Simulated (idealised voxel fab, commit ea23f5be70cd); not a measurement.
process module | voxel lift off
cross-section cut | 190 nm wide | cells 5 nm
A cross-section is a grid of square cells, given in bands from the top down. A band is one or more rows of cells.
Each band's line starts with the height of the band's top and of its bottom, in nm. Then come its materials from left to right, each with its width in nm. One material with "throughout" fills the band from edge to edge. "air" is empty space.
Height 0 is the level under which the wafer as received is all one material. The lowest band goes on downwards, as in "0 down".
A width such as "30 to 40" changes by the same amount from each row of cells to the next, from the band's top row to its bottom row.
"no change" after a step means that no cell of the cross-section changed.
closed voids: empty space of 8 cells or more with no open way to the top, each as width x height at its distance from the left edge, in nm
after a step's settings: what the simulator itself notes on the step
overlay nm, on a step with a mask: how far to the right of its planned place the mask lay; to the left if negative
plan
1 op RECEIVE | material Si
2 op CONFORMAL_DEP | material Al2O3 | thk nm 5
3 op PATTERN | tone open | mask id LINES | material resist | width nm 30 | pitch nm 55 | thk nm 20 | overlay nm 0
4 op DIRECTIONAL_DEP | material Ru | thk nm 10
5 op STRIP | etch materials resist
6 op CONFORMAL_DEP | material SiCN | thk nm 5
first wafer, as planned
as received, after step 1
  0 down: Si throughout
  closed voids: none
after step 2
  5 to 0: Al2O3 throughout
  below 0: unchanged
after step 3
  25 to 5: resist 50 | air 30 | resist 25 | air 30 | resist 55
  below 5: unchanged
after step 4
  35 to 25: Ru 50 | air 30 | Ru 25 | air 30 | Ru 55
  25 to 15: resist 50 | air 30 | resist 25 | air 30 | resist 55
  15 to 5: resist 50 | Ru 30 | resist 25 | Ru 30 | resist 55
  below 5: unchanged
after step 5
  15 to 5: air 50 | Ru 30 | air 25 | Ru 30 | air 55
  below 5: unchanged
after step 6
  20 to 15: air 45 | SiCN 40 | air 15 | SiCN 40 | air 50
  15 to 10: air 45 | SiCN 5 | Ru 30 | SiCN 5 | air 15 | SiCN 5 | Ru 30 | SiCN 5 | air 50
  10 to 5: SiCN 50 | Ru 30 | SiCN 25 | Ru 30 | SiCN 55
  below 5: unchanged
second wafer: like start, like plan, one mistake. Through step 2 it matches the first wafer
when step 3 should have ended
  25 to 5: air 50 | resist 30 | air 25 | resist 30 | air 55
  below 5: unchanged
when step 4 should have ended
  35 to 25: air 50 | Ru 30 | air 25 | Ru 30 | air 55
  25 to 15: air 50 | resist 30 | air 25 | resist 30 | air 55
  15 to 5: Ru 50 | resist 30 | Ru 25 | resist 30 | Ru 55
  below 5: unchanged
when step 5 should have ended
  15 to 5: Ru 50 | air 30 | Ru 25 | air 30 | Ru 55
  below 5: unchanged
when step 6 should have ended
  20 to 15: SiCN 55 | air 20 | SiCN 35 | air 20 | SiCN 60
  15 to 10: Ru 50 | SiCN 5 | air 20 | SiCN 5 | Ru 25 | SiCN 5 | air 20 | SiCN 5 | Ru 55
  10 to 5: Ru 50 | SiCN 30 | Ru 25 | SiCN 30 | Ru 55
  below 5: unchanged
what went wrong: step 3 ran as: op PATTERN | tone cover | mask id LINES | material resist | width nm 30 | pitch nm 55 | thk nm 20 | overlay nm 0
at the end the second wafer has, in cells: 28 more of Ru
